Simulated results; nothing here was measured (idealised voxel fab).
The name of this process module is voxel released beams.
The width of the displayed cross-section, cut, is 150 nm; its cells are square, with a size of 5 nm.
The cross-sections in this document take the form of a grid made of square cells. They are written out as bands, in order from top to bottom. Each band consists of one or more rows of cells. The entry gives the band's vertical extent as a top height and a bottom height in nm, then its horizontal make-up as materials from left to right, each with a width in nm. "air" stands for empty space; a single material marked "edge to edge" fills the band edge to edge. Heights are measured from 0, the level below which the as-received wafer is all one material; the lowest band has no bottom and continues downward, written as in "0 nm and below". Note: "30..40" means the width goes from the first number (top row of the band) to the second number (bottom row) in equal steps per row of cells. No cell of the cross-section changed in a step that is given as "remained the same". In the "Internal closed voids" entry, you get each enclosed empty space of 8 cells or more, one with no open way to the top, written width x height at distance, distance from the left edge, in nm. Read whatever lies past the settings on a step's line as the simulator's own remark about the step. overlay nm: mask offset rightward from planned place, masked step; negative means leftward offset.

Steps planned for the process:
1. RECEIVE (material Si)
2. CONFORMAL_DEP (material Al2O3; thk nm 10)
3. DIRECTIONAL_DEP (material SiO2; thk nm 10)
4. PATTERN (tone open; mask id ANCHOR; material resist; width nm 35; thk nm 15; overlay nm 0)
5. DIRECTIONAL_ETCH (etch materials SiO2; depth nm 10)
6. STRIP (etch materials resist)
7. CONFORMAL_DEP (material polySi; thk nm 10)
8. MASKED_ETCH (tone cover; mask id BEAM; width nm 80; etch materials polySi; depth nm 10; overlay nm 0)
9. STRIP (etch materials SiO2)

Account of the first of two wafers, which was processed as intended:

Incoming wafer in cross-section (state: after step 1):
0 nm and below | Si edge to edge
Internal closed voids: none

The wafer in cross-section once step 2 is complete:
10 nm to 0 nm | Al2O3 edge to edge
Everything under 0 stays put, no change at all.

The wafer in cross-section once step 3 is complete:
20 nm to 10 nm | SiO2 edge to edge
Everything under 10 stays put, no change at all.

The wafer in cross-section once step 4 is complete:
35 nm to 20 nm | resist 35 | air 35 | resist 80
Everything under 20 stays put, no change at all.

The wafer in cross-section once step 5 is complete:
35 nm to 20 nm | resist 35 | air 35 | resist 80
20 nm to 10 nm | SiO2 35 | air 35 | SiO2 80
Everything under 10 stays put, no change at all.

The wafer in cross-section once step 6 is complete:
20 nm to 10 nm | SiO2 35 | air 35 | SiO2 80
Everything under 10 stays put, no change at all.

The wafer in cross-section once step 7 is complete:
30 nm to 20 nm | polySi 45 | air 15 | polySi 90
20 nm to 10 nm | SiO2 35 | polySi 35 | SiO2 80
Everything under 10 stays put, no change at all.

The wafer in cross-section once step 8 is complete:
30 nm to 20 nm | air 30 | polySi 15 | air 15 | polySi 50 | air 40
Everything under 20 stays put, no change at all.

The wafer in cross-section once step 9 is complete:
30 nm to 20 nm | air 30 | polySi 15 | air 15 | polySi 50 | air 40
20 nm to 10 nm | air 35 | polySi 35 | air 80
Everything under 10 stays put, no change at all.

The second wafer: identical to the first at the outset and in its planned sequence, differing only in that one mistake was made during processing; up to and including step 1, its path is the first wafer's path:

Second wafer, section view, time point: scheduled end of step 2: remained the same

Second wafer, section view, time point: scheduled end of step 3:
10 nm to 0 nm | SiO2 edge to edge
Everything under 0 stays put, no change at all.

Second wafer, section view, time point: scheduled end of step 4:
25 nm to 10 nm | resist 35 | air 35 | resist 80
Everything under 10 stays put, no change at all.

Second wafer, section view, time point: scheduled end of step 5:
25 nm to 10 nm | resist 35 | air 35 | resist 80
10 nm to 0 nm | SiO2 35 | air 35 | SiO2 80
Everything under 0 stays put, no change at all.

Second wafer, section view, time point: scheduled end of step 6:
10 nm to 0 nm | SiO2 35 | air 35 | SiO2 80
Everything under 0 stays put, no change at all.

Second wafer, section view, time point: scheduled end of step 7:
20 nm to 10 nm | polySi 45 | air 15 | polySi 90
10 nm to 0 nm | SiO2 35 | polySi 35 | SiO2 80
Everything under 0 stays put, no change at all.

Second wafer, section view, time point: scheduled end of step 8:
20 nm to 10 nm | air 30 | polySi 15 | air 15 | polySi 50 | air 40
Everything under 10 stays put, no change at all.

Second wafer, section view, time point: scheduled end of step 9:
20 nm to 10 nm | air 30 | polySi 15 | air 15 | polySi 50 | air 40
10 nm to 0 nm | air 35 | polySi 35 | air 80
Everything under 0 stays put, no change at all.
Diagnosis: plan step 2: skipped, not run
At the finish, the second wafer shows more or fewer cells for some materials than the first does: -60 Al2O3
